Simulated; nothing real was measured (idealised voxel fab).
Module name: voxel capacitor over wiring (process module)
The figure presents cross-section cut, which has a width of 265 nm and is divided into square cells with an edge length of 5 nm.
Bands, listed from the top down, are how a cross-section gets written in this document; the cross-section itself is a grid of square cells, and a band is one or more rows of them.
What a band's entry tells you: where the top is and where the bottom is, as heights in nm, and after that what lies inside, material by material from left to right, each with its width in nm. Empty space is written as the word "blank", and a single material marked with the word "everywhere" occupies the band from edge to edge.
Ref level 0: as-received wafer is one material below here. Bottom band extends down with no lower bound ("top 0, no bottom").
Graded width ("30..40"): value in top row of band = first number; value in bottom row = second number; row-to-row change constant.
No cell of the cross-section changed in a step that is given as "same as before".
Under "Sealed internal cavities" you'll find the enclosed gaps, the ones with no way out to the top, that are 8 cells or bigger; each reads width x height at distance, with distance counted from the left edge, everything in nm.
Whatever follows a step's settings on its line is a remark the simulator itself makes about that step.
Regarding "overlay nm": on a step with a mask, it is the distance the mask lay to the right of its planned place; a negative value places it to the left.

### Below is the list of planned process steps
1. op RECEIVE | material Si
2. op CONFORMAL_DEP | material SiO2 | thk nm 15
3. op CONFORMAL_DEP | material SiCN | thk nm 5
4. op DIRECTIONAL_DEP | material SiO2 | thk nm 15
5. op MASKED_ETCH | tone open | mask id METAL_1 | width nm 25 | pitch nm 85 | etch materials SiO2 | depth nm 15 | overlay nm 0
6. op MASKED_ETCH | tone open | mask id METAL_1 | width nm 25 | pitch nm 85 | etch materials SiCN | depth nm 5 | overlay nm 0
7. op CONFORMAL_DEP | material TiN | thk nm 5
8. op FILL_DEP | material Ru | thk nm 10
9. op CMP | height nm 35
10. op EPI | material Ru | thk nm 5
11. op FILL_DEP | material SiCN | thk nm 5
12. op DIRECTIONAL_DEP | material SiO2 | thk nm 10
13. op PATTERN | tone open | mask id PLUG_1 | material resist | width nm 15 | thk nm 20 | overlay nm 0
14. op DIRECTIONAL_ETCH | etch materials SiO2 | depth nm 10
15. op DIRECTIONAL_ETCH | etch materials SiCN | depth nm 5
16. op STRIP | etch materials resist
17. op CONFORMAL_DEP | material TiN | thk nm 5
18. op FILL_DEP | material Ru | thk nm 5
19. op CMP | height nm 55
20. op DIRECTIONAL_DEP | material TiN | thk nm 10
21. op DIRECTIONAL_DEP | material SiN | thk nm 5
22. op DIRECTIONAL_DEP | material TiN | thk nm 10
23. op DIRECTIONAL_DEP | material aC | thk nm 15
24. op PATTERN | tone cover | mask id UPPER_PLATE | material resist | width nm 65 | thk nm 30 | overlay nm 0
25. op DIRECTIONAL_ETCH | etch materials aC | depth nm 15
26. op STRIP | etch materials resist
27. op DIRECTIONAL_ETCH | etch materials TiN | depth nm 10
28. op DIRECTIONAL_ETCH | etch materials SiN | depth nm 5
29. op STRIP | etch materials aC
30. op DIRECTIONAL_DEP | material aC | thk nm 10
31. op PATTERN | tone cover | mask id LOWER_PLATE | material resist | width nm 75 | thk nm 30 | overlay nm 0
32. op DIRECTIONAL_ETCH | etch materials aC | depth nm 10
33. op STRIP | etch materials resist
34. op DIRECTIONAL_ETCH | etch materials TiN | depth nm 10
35. op STRIP | etch materials aC
36. op FILL_DEP | material SiO2 | thk nm 15
37. op CMP | height nm 90
38. op MASKED_ETCH | tone open | mask id PLUG_2 | width nm 15 | etch materials SiO2 | depth nm 10 | overlay nm 0
39. op CONFORMAL_DEP | material TiN | thk nm 5
40. op FILL_DEP | material Ru | thk nm 10
41. op CMP | height nm 90
42. op CONFORMAL_DEP | material SiCN | thk nm 5

### As received (post step 1): cross-section
  top 0, no bottom = Si everywhere
  Sealed internal cavities: none

### Post-module cross-section: identical start and plan to those above, one misstep in execution
  top 95, bottom 90 = SiCN everywhere
  top 90, bottom 85 = 95 nm SiO2; 5 nm TiN; 5 nm Ru; 5 nm TiN; 155 nm SiO2
  top 85, bottom 80 = 95 nm SiO2; 15 nm TiN; 155 nm SiO2
  top 80, bottom 70 = 85 nm SiO2; 65 nm TiN; 115 nm SiO2
  top 70, bottom 65 = 85 nm SiO2; 65 nm SiN; 115 nm SiO2
  top 65, bottom 55 = SiO2 everywhere
  top 55, bottom 45 = 85 nm SiO2; 5 nm TiN; 5 nm Ru; 5 nm TiN; 165 nm SiO2
  top 45, bottom 40 = 85 nm SiCN; 15 nm TiN; 165 nm SiCN
  top 40, bottom 35 = 70 nm SiCN; 35 nm Ru; 50 nm SiCN; 35 nm Ru; 75 nm SiCN
  top 35, bottom 20 = 75 nm SiO2; 5 nm TiN; 15 nm Ru; 5 nm TiN; 60 nm SiO2; 5 nm TiN; 15 nm Ru; 5 nm TiN; 80 nm SiO2
  top 20, bottom 15 = 75 nm SiCN; 25 nm TiN; 60 nm SiCN; 25 nm TiN; 80 nm SiCN
  top 15, bottom 0 = SiO2 everywhere
  top 0, no bottom = Si everywhere
  Sealed internal cavities: none
Which mistake was made when the wafer was run? rather than as planned, step 20 actually ran as op DIRECTIONAL_DEP | material SiO2 | thk nm 10
